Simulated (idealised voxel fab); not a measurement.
The name of this process module is voxel ribs on slabs.
For reference, the cross-section in this document is cut, with width 290 nm and square cells of 5 nm.
We lay out every cross-section as a grid of square cells and spell it out in bands from the top down, where one band means one or more rows of cells.
It is stipulated that each band's entry specify, in nanometres, the height of the top of the band and then that of its bottom, followed by the materials of the band in left-to-right sequence, each together with its width in nanometres. A single material marked by the word "everywhere" is understood to fill the band from edge to edge; the word "empty" is understood to denote empty space.
For the purposes of this specification, 0 denotes the height below which the wafer in its as-received condition is composed wholly of one material, and the lowermost band, lacking a lower limit, extends downward without end, as expressed in "0 -> down".
The two numbers in a width such as "30 to 40" mark its ends across the band: the first belongs to the top row of cells, the second to the bottom row, and from each row to the next the width moves by the same amount.
Reading "all unchanged" for a step: not a cell of the cross-section changed in it.
The list in "Closed cavities" covers empty spaces of 8 cells or more that cannot reach the top through any open way, and it gives each as width x height at distance; the distance is from the left edge, and width, height and distance are in nm.
Note: text after step settings on the step line = simulator remark on that step.
overlay nm: mask right of planned place by this much (step with mask). Neg. = left.

-- Listed below are the process steps as planned
- 1: RECEIVE | material Si
- 2: DIRECTIONAL_DEP | material SiO2 | thk nm 25
- 3: DIRECTIONAL_DEP | material SiN | thk nm 15
- 4: DIRECTIONAL_DEP | material aC | thk nm 15
- 5: PATTERN | tone cover | mask id RIB | material resist | width nm 25 | thk nm 30 | overlay nm 0
- 6: DIRECTIONAL_ETCH | etch materials aC | depth nm 15
- 7: STRIP | etch materials resist
- 8: DIRECTIONAL_ETCH | etch materials SiN | depth nm 10
- 9: STRIP | etch materials aC
- 10: DIRECTIONAL_DEP | material aC | thk nm 10
- 11: PATTERN | tone cover | mask id SLAB | material resist | width nm 85 | thk nm 25 | overlay nm 0
- 12: DIRECTIONAL_ETCH | etch materials aC | depth nm 10
- 13: STRIP | etch materials resist
- 14: DIRECTIONAL_ETCH | etch materials SiN | depth nm 5
- 15: STRIP | etch materials aC
- 16: FILL_DEP | material SiO2 | thk nm 15
- 17: CMP | height nm 50
- 18: DIRECTIONAL_DEP | material TiN | thk nm 10
- 19: DIRECTIONAL_DEP | material aC | thk nm 15
- 20: PATTERN | tone cover | mask id HEATER | material resist | width nm 35 | thk nm 30 | overlay nm 0
- 21: DIRECTIONAL_ETCH | etch materials aC | depth nm 15
- 22: STRIP | etch materials resist
- 23: DIRECTIONAL_ETCH | etch materials TiN | depth nm 10
- 24: STRIP | etch materials aC
- 25: CONFORMAL_DEP | material SiN | thk nm 10

-- Cross-section, incoming material, after step 1
  0 -> down: Si everywhere
  Closed cavities: none

-- End-of-module XS, first of two wafers, run as planned
  70 -> 60: empty: 115 | SiN: 55 | empty: 120
  60 -> 50: SiN: 125 | TiN: 35 | SiN: 130
  50 -> 40: SiO2 everywhere
  40 -> 30: SiO2: 130 | SiN: 25 | SiO2: 135
  30 -> 25: SiO2: 100 | SiN: 85 | SiO2: 105
  25 -> 0: SiO2 everywhere
  0 -> down: Si everywhere
  Closed cavities: none

-- What the second wafer looks like in cross-section once the module is done. Its start and its plan matched the first wafer's exactly; what differed was one mistake in how it was run
  60 -> 50: empty: 125 | TiN: 35 | empty: 130
  50 -> 40: SiO2 everywhere
  40 -> 30: SiO2: 130 | SiN: 25 | SiO2: 135
  30 -> 25: SiO2: 100 | SiN: 85 | SiO2: 105
  25 -> 0: SiO2 everywhere
  0 -> down: Si everywhere
  Closed cavities: none
Against the plan, the run slipped here: plan step 25 skipped
In the final state, the cell counts of the second wafer exceed or fall short of those of the first for the following materials: SiN -124
